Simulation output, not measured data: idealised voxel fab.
Herein follows the process module entitled voxel wiring stack.
Section cut is 265 nm wide and gridded with 5 nm square cells.
When this document writes out a cross-section, it uses a grid of square cells and lists it as bands, beginning at the top and moving down, with a band standing for one or more rows of cells.
Each band's line starts with the height of the band's top and of its bottom, in nm. Then come its materials from left to right, each with its width in nm. One material with "full width" fills the band from edge to edge. "empty" is empty space.
Heights are expressed relative to 0, this being the level below which the as-received wafer comprises one material exclusively. The lowest band is unbounded in the downward direction and is denoted as in "top 0, no bottom".
Top row gets the first number, bottom row gets the second, and each row in between changes by the same step: that is how a band width like "30..40" works.
Given "nothing was modified" for a step, no cell of the cross-section differs between before and after that step.
In the "Catalogued sealed voids" entry, you get each enclosed empty space of 8 cells or more, one with no open way to the top, written width x height at distance, distance from the left edge, in nm.
Note: text after step settings on the step line = simulator remark on that step.
"overlay nm" denotes, for a step that has a mask, the displacement of the mask to the right of its planned place, with negative values corresponding to the left.
**The process steps that were planned are listed below**
| 1 | op RECEIVE | material Si |
| 2 | op CONFORMAL_DEP | material SiO2 | thk nm 15 |
| 3 | op DIRECTIONAL_DEP | material TiN | thk nm 5 |
| 4 | op DIRECTIONAL_DEP | material Ru | thk nm 20 |
| 5 | op MASKED_ETCH | tone cover | mask id METAL_1 | width nm 30 | pitch nm 50 | etch materials Ru | depth nm 20 | overlay nm 0 |
| 6 | op MASKED_ETCH | tone cover | mask id METAL_1 | width nm 30 | pitch nm 50 | etch materials TiN | depth nm 5 | overlay nm 0 |
| 7 | op FILL_DEP | material SiO2 | thk nm 5 |
| 8 | op CMP | height nm 40 |
| 9 | op CONFORMAL_DEP | material SiCN | thk nm 5 |
| 10 | op DIRECTIONAL_DEP | material lowk | thk nm 15 |
| 11 | op MASKED_ETCH | tone open | mask id PLUG_1 | width nm 15 | pitch nm 100 | etch materials lowk | depth nm 15 | overlay nm 0 |
| 12 | op MASKED_ETCH | tone open | mask id PLUG_1 | width nm 15 | pitch nm 100 | etch materials SiCN | depth nm 5 | overlay nm 0 |
| 13 | op CONFORMAL_DEP | material TiN | thk nm 5 |
| 14 | op FILL_DEP | material Cu | thk nm 10 |
| 15 | op CMP | height nm 60 |
| 16 | op DIRECTIONAL_DEP | material TiN | thk nm 5 |
| 17 | op DIRECTIONAL_DEP | material Ru | thk nm 15 |
| 18 | op DIRECTIONAL_DEP | material aC | thk nm 15 |
| 19 | op PATTERN | tone cover | mask id METAL_2 | material resist | width nm 30 | pitch nm 50 | thk nm 30 | overlay nm 0 |
| 20 | op DIRECTIONAL_ETCH | etch materials aC | depth nm 15 |
| 21 | op STRIP | etch materials resist |
| 22 | op DIRECTIONAL_ETCH | etch materials Ru | depth nm 15 |
| 23 | op DIRECTIONAL_ETCH | etch materials TiN | depth nm 5 |
| 24 | op STRIP | etch materials aC |
| 25 | op CONFORMAL_DEP | material SiCN | thk nm 5 |
| 26 | op FILL_DEP | material lowk | thk nm 5 |
| 27 | op CMP | height nm 80 |
| 28 | op CONFORMAL_DEP | material SiCN | thk nm 5 |
| 29 | op DIRECTIONAL_DEP | material SiO2 | thk nm 15 |
| 30 | op MASKED_ETCH | tone open | mask id PLUG_2 | width nm 15 | pitch nm 100 | etch materials SiO2 | depth nm 15 | overlay nm 0 |
| 31 | op MASKED_ETCH | tone open | mask id PLUG_2 | width nm 15 | pitch nm 100 | etch materials SiCN | depth nm 5 | overlay nm 0 |
| 32 | op EPI | material Ru | thk nm 10 |
| 33 | op EPI | material Ru | thk nm 10 |
| 34 | op DIRECTIONAL_DEP | material TiN | thk nm 5 |
| 35 | op DIRECTIONAL_DEP | material Ru | thk nm 20 |
| 36 | op MASKED_ETCH | tone cover | mask id METAL_3 | width nm 30 | pitch nm 50 | etch materials Ru | depth nm 20 | overlay nm 0 |
| 37 | op MASKED_ETCH | tone cover | mask id METAL_3 | width nm 30 | pitch nm 50 | etch materials TiN | depth nm 5 | overlay nm 0 |
| 38 | op FILL_DEP | material SiO2 | thk nm 5 |
| 39 | op CMP | height nm 125 |
| 40 | op CONFORMAL_DEP | material SiCN | thk nm 5 |
| 41 | op DIRECTIONAL_DEP | material lowk | thk nm 15 |
| 42 | op MASKED_ETCH | tone open | mask id PLUG_3 | width nm 15 | pitch nm 50 | etch materials lowk | depth nm 15 | overlay nm 0 |
| 43 | op MASKED_ETCH | tone open | mask id PLUG_3 | width nm 15 | pitch nm 50 | etch materials SiCN | depth nm 5 | overlay nm 0 |
| 44 | op EPI | material Ru | thk nm 10 |
| 45 | op EPI | material Ru | thk nm 10 |
| 46 | op CONFORMAL_DEP | material SiN | thk nm 5 |
| 47 | op DIRECTIONAL_DEP | material lowk | thk nm 15 |
| 48 | op MASKED_ETCH | tone open | mask id METAL_4 | width nm 30 | pitch nm 50 | etch materials lowk | depth nm 15 | overlay nm 0 |
| 49 | op MASKED_ETCH | tone open | mask id METAL_4 | width nm 30 | pitch nm 50 | etch materials SiN | depth nm 5 | overlay nm 0 |
| 50 | op CONFORMAL_DEP | material TiN | thk nm 5 |
| 51 | op FILL_DEP | material Ru | thk nm 10 |
| 52 | op CMP | height nm 165 |
| 53 | op CONFORMAL_DEP | material SiCN | thk nm 5 |
**What follows covers the first of two wafers; it ran as planned**
**Cross-section of the wafer as it came to us, i.e., already through step 1**
  top 0, no bottom | Si full width
  Catalogued sealed voids: none
**Cross-sectional representation of the wafer at the conclusion of step 2**
  top 15, bottom 0 | SiO2 full width
  Rest of section, below 0: as before.
**Cross-sectional representation of the wafer at the conclusion of step 3**
  top 20, bottom 15 | TiN full width
  Rest of section, below 15: as before.
**Cross-sectional representation of the wafer at the conclusion of step 4**
  top 40, bottom 20 | Ru full width
  Rest of section, below 20: as before.
**Cross-sectional representation of the wafer at the conclusion of step 5**
  top 40, bottom 20 | empty 40 nm / Ru 30 nm / empty 20 nm / Ru 30 nm / empty 20 nm / Ru 30 nm / empty 20 nm / Ru 30 nm / empty 45 nm
  Rest of section, below 20: as before.
**Cross-sectional representation of the wafer at the conclusion of step 6**
  top 40, bottom 20 | empty 40 nm / Ru 30 nm / empty 20 nm / Ru 30 nm / empty 20 nm / Ru 30 nm / empty 20 nm / Ru 30 nm / empty 45 nm
  top 20, bottom 15 | empty 40 nm / TiN 30 nm / empty 20 nm / TiN 30 nm / empty 20 nm / TiN 30 nm / empty 20 nm / TiN 30 nm / empty 45 nm
  Rest of section, below 15: as before.
**Cross-sectional representation of the wafer at the conclusion of step 7**
  top 45, bottom 40 | SiO2 full width
  top 40, bottom 20 | SiO2 40 nm / Ru 30 nm / SiO2 20 nm / Ru 30 nm / SiO2 20 nm / Ru 30 nm / SiO2 20 nm / Ru 30 nm / SiO2 45 nm
  top 20, bottom 15 | SiO2 40 nm / TiN 30 nm / SiO2 20 nm / TiN 30 nm / SiO2 20 nm / TiN 30 nm / SiO2 20 nm / TiN 30 nm / SiO2 45 nm
  Rest of section, below 15: as before.
**Cross-sectional representation of the wafer at the conclusion of step 8**
  top 40, bottom 20 | SiO2 40 nm / Ru 30 nm / SiO2 20 nm / Ru 30 nm / SiO2 20 nm / Ru 30 nm / SiO2 20 nm / Ru 30 nm / SiO2 45 nm
  Rest of section, below 20: as before.
**Cross-sectional representation of the wafer at the conclusion of step 9**
  top 45, bottom 40 | SiCN full width
  Rest of section, below 40: as before.
**Cross-sectional representation of the wafer at the conclusion of step 10**
  top 60, bottom 45 | lowk full width
  Rest of section, below 45: as before.
**Cross-sectional representation of the wafer at the conclusion of step 11**
  top 60, bottom 45 | lowk 40 nm / empty 15 nm / lowk 85 nm / empty 15 nm / lowk 110 nm
  Rest of section, below 45: as before.
**Cross-sectional representation of the wafer at the conclusion of step 12**
  top 60, bottom 45 | lowk 40 nm / empty 15 nm / lowk 85 nm / empty 15 nm / lowk 110 nm
  top 45, bottom 40 | SiCN 40 nm / empty 15 nm / SiCN 85 nm / empty 15 nm / SiCN 110 nm
  Rest of section, below 40: as before.
**Cross-sectional representation of the wafer at the conclusion of step 13**
  top 65, bottom 60 | TiN 45 nm / empty 5 nm / TiN 95 nm / empty 5 nm / TiN 115 nm
  top 60, bottom 45 | lowk 40 nm / TiN 5 nm / empty 5 nm / TiN 5 nm / lowk 85 nm / TiN 5 nm / empty 5 nm / TiN 5 nm / lowk 110 nm
  top 45, bottom 40 | SiCN 40 nm / TiN 15 nm / SiCN 85 nm / TiN 15 nm / SiCN 110 nm
  Rest of section, below 40: as before.
**Cross-sectional representation of the wafer at the conclusion of step 14**
  top 75, bottom 65 | Cu full width
  top 65, bottom 60 | TiN 45 nm / Cu 5 nm / TiN 95 nm / Cu 5 nm / TiN 115 nm
  top 60, bottom 45 | lowk 40 nm / TiN 5 nm / Cu 5 nm / TiN 5 nm / lowk 85 nm / TiN 5 nm / Cu 5 nm / TiN 5 nm / lowk 110 nm
  Rest of section, below 45: as before.
**Cross-sectional representation of the wafer at the conclusion of step 15**
  top 60, bottom 45 | lowk 40 nm / TiN 5 nm / Cu 5 nm / TiN 5 nm / lowk 85 nm / TiN 5 nm / Cu 5 nm / TiN 5 nm / lowk 110 nm
  Rest of section, below 45: as before.
**Cross-sectional representation of the wafer at the conclusion of step 16**
  top 65, bottom 60 | TiN full width
  Rest of section, below 60: as before.
**Cross-sectional representation of the wafer at the conclusion of step 17**
  top 80, bottom 65 | Ru full width
  Rest of section, below 65: as before.
**Cross-sectional representation of the wafer at the conclusion of step 18**
  top 95, bottom 80 | aC full width
  Rest of section, below 80: as before.
**Cross-sectional representation of the wafer at the conclusion of step 19**
  top 125, bottom 95 | empty 40 nm / resist 30 nm / empty 20 nm / resist 30 nm / empty 20 nm / resist 30 nm / empty 20 nm / resist 30 nm / empty 45 nm
  Rest of section, below 95: as before.
**Cross-sectional representation of the wafer at the conclusion of step 20**
  top 110, bottom 95 | empty 40 nm / resist 30 nm / empty 20 nm / resist 30 nm / empty 20 nm / resist 30 nm / empty 20 nm / resist 30 nm / empty 45 nm
  top 95, bottom 80 | empty 40 nm / aC 30 nm / empty 20 nm / aC 30 nm / empty 20 nm / aC 30 nm / empty 20 nm / aC 30 nm / empty 45 nm
  Rest of section, below 80: as before.
**Cross-sectional representation of the wafer at the conclusion of step 21**
  top 95, bottom 80 | empty 40 nm / aC 30 nm / empty 20 nm / aC 30 nm / empty 20 nm / aC 30 nm / empty 20 nm / aC 30 nm / empty 45 nm
  Rest of section, below 80: as before.
**Cross-sectional representation of the wafer at the conclusion of step 22**
  top 95, bottom 80 | empty 40 nm / aC 30 nm / empty 20 nm / aC 30 nm / empty 20 nm / aC 30 nm / empty 20 nm / aC 30 nm / empty 45 nm
  top 80, bottom 65 | empty 40 nm / Ru 30 nm / empty 20 nm / Ru 30 nm / empty 20 nm / Ru 30 nm / empty 20 nm / Ru 30 nm / empty 45 nm
  Rest of section, below 65: as before.
**Cross-sectional representation of the wafer at the conclusion of step 23**
  top 95, bottom 80 | empty 40 nm / aC 30 nm / empty 20 nm / aC 30 nm / empty 20 nm / aC 30 nm / empty 20 nm / aC 30 nm / empty 45 nm
  top 80, bottom 65 | empty 40 nm / Ru 30 nm / empty 20 nm / Ru 30 nm / empty 20 nm / Ru 30 nm / empty 20 nm / Ru 30 nm / empty 45 nm
  top 65, bottom 60 | empty 40 nm / TiN 30 nm / empty 20 nm / TiN 30 nm / empty 20 nm / TiN 30 nm / empty 20 nm / TiN 30 nm / empty 45 nm
  Rest of section, below 60: as before.
**Cross-sectional representation of the wafer at the conclusion of step 24**
  top 80, bottom 65 | empty 40 nm / Ru 30 nm / empty 20 nm / Ru 30 nm / empty 20 nm / Ru 30 nm / empty 20 nm / Ru 30 nm / empty 45 nm
  Rest of section, below 65: as before.
**Cross-sectional representation of the wafer at the conclusion of step 25**
  top 85, bottom 80 | empty 35 nm / SiCN 40 nm / empty 10 nm / SiCN 40 nm / empty 10 nm / SiCN 40 nm / empty 10 nm / SiCN 40 nm / empty 40 nm
  top 80, bottom 65 | empty 35 nm / SiCN 5 nm / Ru 30 nm / SiCN 5 nm / empty 10 nm / SiCN 5 nm / Ru 30 nm / SiCN 5 nm / empty 10 nm / SiCN 5 nm / Ru 30 nm / SiCN 5 nm / empty 10 nm / SiCN 5 nm / Ru 30 nm / SiCN 5 nm / empty 40 nm
  top 65, bottom 60 | SiCN 40 nm / TiN 30 nm / SiCN 20 nm / TiN 30 nm / SiCN 20 nm / TiN 30 nm / SiCN 20 nm / TiN 30 nm / SiCN 45 nm
  Rest of section, below 60: as before.
**Cross-sectional representation of the wafer at the conclusion of step 26**
  top 90, bottom 85 | lowk full width
  top 85, bottom 80 | lowk 35 nm / SiCN 40 nm / lowk 10 nm / SiCN 40 nm / lowk 10 nm / SiCN 40 nm / lowk 10 nm / SiCN 40 nm / lowk 40 nm
  top 80, bottom 65 | lowk 35 nm / SiCN 5 nm / Ru 30 nm / SiCN 5 nm / lowk 10 nm / SiCN 5 nm / Ru 30 nm / SiCN 5 nm / lowk 10 nm / SiCN 5 nm / Ru 30 nm / SiCN 5 nm / lowk 10 nm / SiCN 5 nm / Ru 30 nm / SiCN 5 nm / lowk 40 nm
  Rest of section, below 65: as before.
**Cross-sectional representation of the wafer at the conclusion of step 27**
  top 80, bottom 65 | lowk 35 nm / SiCN 5 nm / Ru 30 nm / SiCN 5 nm / lowk 10 nm / SiCN 5 nm / Ru 30 nm / SiCN 5 nm / lowk 10 nm / SiCN 5 nm / Ru 30 nm / SiCN 5 nm / lowk 10 nm / SiCN 5 nm / Ru 30 nm / SiCN 5 nm / lowk 40 nm
  Rest of section, below 65: as before.
**Cross-sectional representation of the wafer at the conclusion of step 28**
  top 85, bottom 80 | SiCN full width
  Rest of section, below 80: as before.
**Cross-sectional representation of the wafer at the conclusion of step 29**
  top 100, bottom 85 | SiO2 full width
  Rest of section, below 85: as before.
**Cross-sectional representation of the wafer at the conclusion of step 30**
  top 100, bottom 85 | SiO2 40 nm / empty 15 nm / SiO2 85 nm / empty 15 nm / SiO2 110 nm
  Rest of section, below 85: as before.
**Cross-sectional representation of the wafer at the conclusion of step 31**
  top 100, bottom 85 | SiO2 40 nm / empty 15 nm / SiO2 85 nm / empty 15 nm / SiO2 110 nm
  top 85, bottom 80 | SiCN 40 nm / empty 15 nm / SiCN 85 nm / empty 15 nm / SiCN 110 nm
  Rest of section, below 80: as before.
**Cross-sectional representation of the wafer at the conclusion of step 32**
  top 100, bottom 90 | SiO2 40 nm / empty 15 nm / SiO2 85 nm / empty 15 nm / SiO2 110 nm
  top 90, bottom 85 | SiO2 40 nm / Ru 15 nm / SiO2 85 nm / Ru 15 nm / SiO2 110 nm
  top 85, bottom 80 | SiCN 40 nm / Ru 15 nm / SiCN 85 nm / Ru 15 nm / SiCN 110 nm
  Rest of section, below 80: as before.
**Cross-sectional representation of the wafer at the conclusion of step 33**
  top 100, bottom 85 | SiO2 40 nm / Ru 15 nm / SiO2 85 nm / Ru 15 nm / SiO2 110 nm
  Rest of section, below 85: as before.
**Cross-sectional representation of the wafer at the conclusion of step 34**
  top 105, bottom 100 | TiN full width
  Rest of section, below 100: as before.
**Cross-sectional representation of the wafer at the conclusion of step 35**
  top 125, bottom 105 | Ru full width
  Rest of section, below 105: as before.
**Cross-sectional representation of the wafer at the conclusion of step 36**
  top 125, bottom 105 | empty 40 nm / Ru 30 nm / empty 20 nm / Ru 30 nm / empty 20 nm / Ru 30 nm / empty 20 nm / Ru 30 nm / empty 45 nm
  Rest of section, below 105: as before.
**Cross-sectional representation of the wafer at the conclusion of step 37**
  top 125, bottom 105 | empty 40 nm / Ru 30 nm / empty 20 nm / Ru 30 nm / empty 20 nm / Ru 30 nm / empty 20 nm / Ru 30 nm / empty 45 nm
  top 105, bottom 100 | empty 40 nm / TiN 30 nm / empty 20 nm / TiN 30 nm / empty 20 nm / TiN 30 nm / empty 20 nm / TiN 30 nm / empty 45 nm
  Rest of section, below 100: as before.
**Cross-sectional representation of the wafer at the conclusion of step 38**
  top 130, bottom 125 | SiO2 full width
  top 125, bottom 105 | SiO2 40 nm / Ru 30 nm / SiO2 20 nm / Ru 30 nm / SiO2 20 nm / Ru 30 nm / SiO2 20 nm / Ru 30 nm / SiO2 45 nm
  top 105, bottom 100 | SiO2 40 nm / TiN 30 nm / SiO2 20 nm / TiN 30 nm / SiO2 20 nm / TiN 30 nm / SiO2 20 nm / TiN 30 nm / SiO2 45 nm
  Rest of section, below 100: as before.
**Cross-sectional representation of the wafer at the conclusion of step 39**
  top 125, bottom 105 | SiO2 40 nm / Ru 30 nm / SiO2 20 nm / Ru 30 nm / SiO2 20 nm / Ru 30 nm / SiO2 20 nm / Ru 30 nm / SiO2 45 nm
  Rest of section, below 105: as before.
**Cross-sectional representation of the wafer at the conclusion of step 40**
  top 130, bottom 125 | SiCN full width
  Rest of section, below 125: as before.
**Cross-sectional representation of the wafer at the conclusion of step 41**
  top 145, bottom 130 | lowk full width
  Rest of section, below 130: as before.
**Cross-sectional representation of the wafer at the conclusion of step 42**
  top 145, bottom 130 | lowk 40 nm / empty 15 nm / lowk 35 nm / empty 15 nm / lowk 35 nm / empty 15 nm / lowk 35 nm / empty 15 nm / lowk 60 nm
  Rest of section, below 130: as before.
**Cross-sectional representation of the wafer at the conclusion of step 43**
  top 145, bottom 130 | lowk 40 nm / empty 15 nm / lowk 35 nm / empty 15 nm / lowk 35 nm / empty 15 nm / lowk 35 nm / empty 15 nm / lowk 60 nm
  top 130, bottom 125 | SiCN 40 nm / empty 15 nm / SiCN 35 nm / empty 15 nm / SiCN 35 nm / empty 15 nm / SiCN 35 nm / empty 15 nm / SiCN 60 nm
  Rest of section, below 125: as before.
**Cross-sectional representation of the wafer at the conclusion of step 44**
  top 145, bottom 135 | lowk 40 nm / empty 15 nm / lowk 35 nm / empty 15 nm / lowk 35 nm / empty 15 nm / lowk 35 nm / empty 15 nm / lowk 60 nm
  top 135, bottom 130 | lowk 40 nm / Ru 15 nm / lowk 35 nm / Ru 15 nm / lowk 35 nm / Ru 15 nm / lowk 35 nm / Ru 15 nm / lowk 60 nm
  top 130, bottom 125 | SiCN 40 nm / Ru 15 nm / SiCN 35 nm / Ru 15 nm / SiCN 35 nm / Ru 15 nm / SiCN 35 nm / Ru 15 nm / SiCN 60 nm
  Rest of section, below 125: as before.
**Cross-sectional representation of the wafer at the conclusion of step 45**
  top 145, bottom 130 | lowk 40 nm / Ru 15 nm / lowk 35 nm / Ru 15 nm / lowk 35 nm / Ru 15 nm / lowk 35 nm / Ru 15 nm / lowk 60 nm
  Rest of section, below 130: as before.
**Cross-sectional representation of the wafer at the conclusion of step 46**
  top 150, bottom 145 | SiN full width
  Rest of section, below 145: as before.
**Cross-sectional representation of the wafer at the conclusion of step 47**
  top 165, bottom 150 | lowk full width
  Rest of section, below 150: as before.
**Cross-sectional representation of the wafer at the conclusion of step 48**
  top 165, bottom 150 | lowk 40 nm / empty 30 nm / lowk 20 nm / empty 30 nm / lowk 20 nm / empty 30 nm / lowk 20 nm / empty 30 nm / lowk 45 nm
  Rest of section, below 150: as before.
**Cross-sectional representation of the wafer at the conclusion of step 49**
  top 165, bottom 150 | lowk 40 nm / empty 30 nm / lowk 20 nm / empty 30 nm / lowk 20 nm / empty 30 nm / lowk 20 nm / empty 30 nm / lowk 45 nm
  top 150, bottom 145 | SiN 40 nm / empty 30 nm / SiN 20 nm / empty 30 nm / SiN 20 nm / empty 30 nm / SiN 20 nm / empty 30 nm / SiN 45 nm
  Rest of section, below 145: as before.
**Cross-sectional representation of the wafer at the conclusion of step 50**
  top 170, bottom 165 | TiN 45 nm / empty 20 nm / TiN 30 nm / empty 20 nm / TiN 30 nm / empty 20 nm / TiN 30 nm / empty 20 nm / TiN 50 nm
  top 165, bottom 150 | lowk 40 nm / TiN 5 nm / empty 20 nm / TiN 5 nm / lowk 20 nm / TiN 5 nm / empty 20 nm / TiN 5 nm / lowk 20 nm / TiN 5 nm / empty 20 nm / TiN 5 nm / lowk 20 nm / TiN 5 nm / empty 20 nm / TiN 5 nm / lowk 45 nm
  top 150, bottom 145 | SiN 40 nm / TiN 30 nm / SiN 20 nm / TiN 30 nm / SiN 20 nm / TiN 30 nm / SiN 20 nm / TiN 30 nm / SiN 45 nm
  Rest of section, below 145: as before.
**Cross-sectional representation of the wafer at the conclusion of step 51**
  top 180, bottom 170 | Ru full width
  top 170, bottom 165 | TiN 45 nm / Ru 20 nm / TiN 30 nm / Ru 20 nm / TiN 30 nm / Ru 20 nm / TiN 30 nm / Ru 20 nm / TiN 50 nm
  top 165, bottom 150 | lowk 40 nm / TiN 5 nm / Ru 20 nm / TiN 5 nm / lowk 20 nm / TiN 5 nm / Ru 20 nm / TiN 5 nm / lowk 20 nm / TiN 5 nm / Ru 20 nm / TiN 5 nm / lowk 20 nm / TiN 5 nm / Ru 20 nm / TiN 5 nm / lowk 45 nm
  Rest of section, below 150: as before.
**Cross-sectional representation of the wafer at the conclusion of step 52**
  top 165, bottom 150 | lowk 40 nm / TiN 5 nm / Ru 20 nm / TiN 5 nm / lowk 20 nm / TiN 5 nm / Ru 20 nm / TiN 5 nm / lowk 20 nm / TiN 5 nm / Ru 20 nm / TiN 5 nm / lowk 20 nm / TiN 5 nm / Ru 20 nm / TiN 5 nm / lowk 45 nm
  Rest of section, below 150: as before.
**Cross-sectional representation of the wafer at the conclusion of step 53**
  top 170, bottom 165 | SiCN full width
  Rest of section, below 165: as before.
**What follows concerns the second wafer, which started out like the first and was meant to follow the very same plan; one mistake crept in when it was run, but everything up to and including step 29 is the same as for the first wafer**
**The second wafer cut through, at the time step 30 was supposed to be finished**
  top 100, bottom 85 | SiO2 35 nm / empty 25 nm / SiO2 75 nm / empty 25 nm / SiO2 105 nm
  Rest of section, below 85: as before.
**The second wafer cut through, at the time step 31 was supposed to be finished**
  top 100, bottom 85 | SiO2 35 nm / empty 25 nm / SiO2 75 nm / empty 25 nm / SiO2 105 nm
  top 85, bottom 80 | SiCN 40 nm / empty 15 nm / SiCN 85 nm / empty 15 nm / SiCN 110 nm
  Rest of section, below 80: as before.
**The second wafer cut through, at the time step 32 was supposed to be finished**
  top 100, bottom 90 | SiO2 35 nm / empty 25 nm / SiO2 75 nm / empty 25 nm / SiO2 105 nm
  top 90, bottom 85 | SiO2 35 nm / Ru 25 nm / SiO2 75 nm / Ru 25 nm / SiO2 105 nm
  top 85, bottom 80 | SiCN 40 nm / Ru 15 nm / SiCN 85 nm / Ru 15 nm / SiCN 110 nm
  Rest of section, below 80: as before.
**The second wafer cut through, at the time step 33 was supposed to be finished**
  top 100, bottom 85 | SiO2 35 nm / Ru 25 nm / SiO2 75 nm / Ru 25 nm / SiO2 105 nm
  Rest of section, below 85: as before.
**The second wafer cut through, at the time step 34 was supposed to be finished**
  top 105, bottom 100 | TiN full width
  Rest of section, below 100: as before.
**The second wafer cut through, at the time step 35 was supposed to be finished**
  top 125, bottom 105 | Ru full width
  Rest of section, below 105: as before.
**The second wafer cut through, at the time step 36 was supposed to be finished**
  top 125, bottom 105 | empty 40 nm / Ru 30 nm / empty 20 nm / Ru 30 nm / empty 20 nm / Ru 30 nm / empty 20 nm / Ru 30 nm / empty 45 nm
  Rest of section, below 105: as before.
**The second wafer cut through, at the time step 37 was supposed to be finished**
  top 125, bottom 105 | empty 40 nm / Ru 30 nm / empty 20 nm / Ru 30 nm / empty 20 nm / Ru 30 nm / empty 20 nm / Ru 30 nm / empty 45 nm
  top 105, bottom 100 | empty 40 nm / TiN 30 nm / empty 20 nm / TiN 30 nm / empty 20 nm / TiN 30 nm / empty 20 nm / TiN 30 nm / empty 45 nm
  Rest of section, below 100: as before.
**The second wafer cut through, at the time step 38 was supposed to be finished**
  top 130, bottom 125 | SiO2 full width
  top 125, bottom 105 | SiO2 40 nm / Ru 30 nm / SiO2 20 nm / Ru 30 nm / SiO2 20 nm / Ru 30 nm / SiO2 20 nm / Ru 30 nm / SiO2 45 nm
  top 105, bottom 100 | SiO2 40 nm / TiN 30 nm / SiO2 20 nm / TiN 30 nm / SiO2 20 nm / TiN 30 nm / SiO2 20 nm / TiN 30 nm / SiO2 45 nm
  Rest of section, below 100: as before.
**The second wafer cut through, at the time step 39 was supposed to be finished**
  top 125, bottom 105 | SiO2 40 nm / Ru 30 nm / SiO2 20 nm / Ru 30 nm / SiO2 20 nm / Ru 30 nm / SiO2 20 nm / Ru 30 nm / SiO2 45 nm
  Rest of section, below 105: as before.
**The second wafer cut through, at the time step 40 was supposed to be finished**
  top 130, bottom 125 | SiCN full width
  Rest of section, below 125: as before.
**The second wafer cut through, at the time step 41 was supposed to be finished**
  top 145, bottom 130 | lowk full width
  Rest of section, below 130: as before.
**The second wafer cut through, at the time step 42 was supposed to be finished**
  top 145, bottom 130 | lowk 40 nm / empty 15 nm / lowk 35 nm / empty 15 nm / lowk 35 nm / empty 15 nm / lowk 35 nm / empty 15 nm / lowk 60 nm
  Rest of section, below 130: as before.
**The second wafer cut through, at the time step 43 was supposed to be finished**
  top 145, bottom 130 | lowk 40 nm / empty 15 nm / lowk 35 nm / empty 15 nm / lowk 35 nm / empty 15 nm / lowk 35 nm / empty 15 nm / lowk 60 nm
  top 130, bottom 125 | SiCN 40 nm / empty 15 nm / SiCN 35 nm / empty 15 nm / SiCN 35 nm / empty 15 nm / SiCN 35 nm / empty 15 nm / SiCN 60 nm
  Rest of section, below 125: as before.
**The second wafer cut through, at the time step 44 was supposed to be finished**
  top 145, bottom 135 | lowk 40 nm / empty 15 nm / lowk 35 nm / empty 15 nm / lowk 35 nm / empty 15 nm / lowk 35 nm / empty 15 nm / lowk 60 nm
  top 135, bottom 130 | lowk 40 nm / Ru 15 nm / lowk 35 nm / Ru 15 nm / lowk 35 nm / Ru 15 nm / lowk 35 nm / Ru 15 nm / lowk 60 nm
  top 130, bottom 125 | SiCN 40 nm / Ru 15 nm / SiCN 35 nm / Ru 15 nm / SiCN 35 nm / Ru 15 nm / SiCN 35 nm / Ru 15 nm / SiCN 60 nm
  Rest of section, below 125: as before.
**The second wafer cut through, at the time step 45 was supposed to be finished**
  top 145, bottom 130 | lowk 40 nm / Ru 15 nm / lowk 35 nm / Ru 15 nm / lowk 35 nm / Ru 15 nm / lowk 35 nm / Ru 15 nm / lowk 60 nm
  Rest of section, below 130: as before.
**The second wafer cut through, at the time step 46 was supposed to be finished**
  top 150, bottom 145 | SiN full width
  Rest of section, below 145: as before.
**The second wafer cut through, at the time step 47 was supposed to be finished**
  top 165, bottom 150 | lowk full width
  Rest of section, below 150: as before.
**The second wafer cut through, at the time step 48 was supposed to be finished**
  top 165, bottom 150 | lowk 40 nm / empty 30 nm / lowk 20 nm / empty 30 nm / lowk 20 nm / empty 30 nm / lowk 20 nm / empty 30 nm / lowk 45 nm
  Rest of section, below 150: as before.
**The second wafer cut through, at the time step 49 was supposed to be finished**
  top 165, bottom 150 | lowk 40 nm / empty 30 nm / lowk 20 nm / empty 30 nm / lowk 20 nm / empty 30 nm / lowk 20 nm / empty 30 nm / lowk 45 nm
  top 150, bottom 145 | SiN 40 nm / empty 30 nm / SiN 20 nm / empty 30 nm / SiN 20 nm / empty 30 nm / SiN 20 nm / empty 30 nm / SiN 45 nm
  Rest of section, below 145: as before.
**The second wafer cut through, at the time step 50 was supposed to be finished**
  top 170, bottom 165 | TiN 45 nm / empty 20 nm / TiN 30 nm / empty 20 nm / TiN 30 nm / empty 20 nm / TiN 30 nm / empty 20 nm / TiN 50 nm
  top 165, bottom 150 | lowk 40 nm / TiN 5 nm / empty 20 nm / TiN 5 nm / lowk 20 nm / TiN 5 nm / empty 20 nm / TiN 5 nm / lowk 20 nm / TiN 5 nm / empty 20 nm / TiN 5 nm / lowk 20 nm / TiN 5 nm / empty 20 nm / TiN 5 nm / lowk 45 nm
  top 150, bottom 145 | SiN 40 nm / TiN 30 nm / SiN 20 nm / TiN 30 nm / SiN 20 nm / TiN 30 nm / SiN 20 nm / TiN 30 nm / SiN 45 nm
  Rest of section, below 145: as before.
**The second wafer cut through, at the time step 51 was supposed to be finished**
  top 180, bottom 170 | Ru full width
  top 170, bottom 165 | TiN 45 nm / Ru 20 nm / TiN 30 nm / Ru 20 nm / TiN 30 nm / Ru 20 nm / TiN 30 nm / Ru 20 nm / TiN 50 nm
  top 165, bottom 150 | lowk 40 nm / TiN 5 nm / Ru 20 nm / TiN 5 nm / lowk 20 nm / TiN 5 nm / Ru 20 nm / TiN 5 nm / lowk 20 nm / TiN 5 nm / Ru 20 nm / TiN 5 nm / lowk 20 nm / TiN 5 nm / Ru 20 nm / TiN 5 nm / lowk 45 nm
  Rest of section, below 150: as before.
**The second wafer cut through, at the time step 52 was supposed to be finished**
  top 165, bottom 150 | lowk 40 nm / TiN 5 nm / Ru 20 nm / TiN 5 nm / lowk 20 nm / TiN 5 nm / Ru 20 nm / TiN 5 nm / lowk 20 nm / TiN 5 nm / Ru 20 nm / TiN 5 nm / lowk 20 nm / TiN 5 nm / Ru 20 nm / TiN 5 nm / lowk 45 nm
  Rest of section, below 150: as before.
**The second wafer cut through, at the time step 53 was supposed to be finished**
  top 170, bottom 165 | SiCN full width
  Rest of section, below 165: as before.
Nonconformance to the process plan: planned and actual differ for step 30; actual: op MASKED_ETCH | tone open | mask id PLUG_2 | width nm 25 | pitch nm 100 | etch materials SiO2 | depth nm 15 | overlay nm 0
The closing comparison, in cells, has the second wafer with more or fewer of some materials than the first: +12 Ru; -12 SiO2
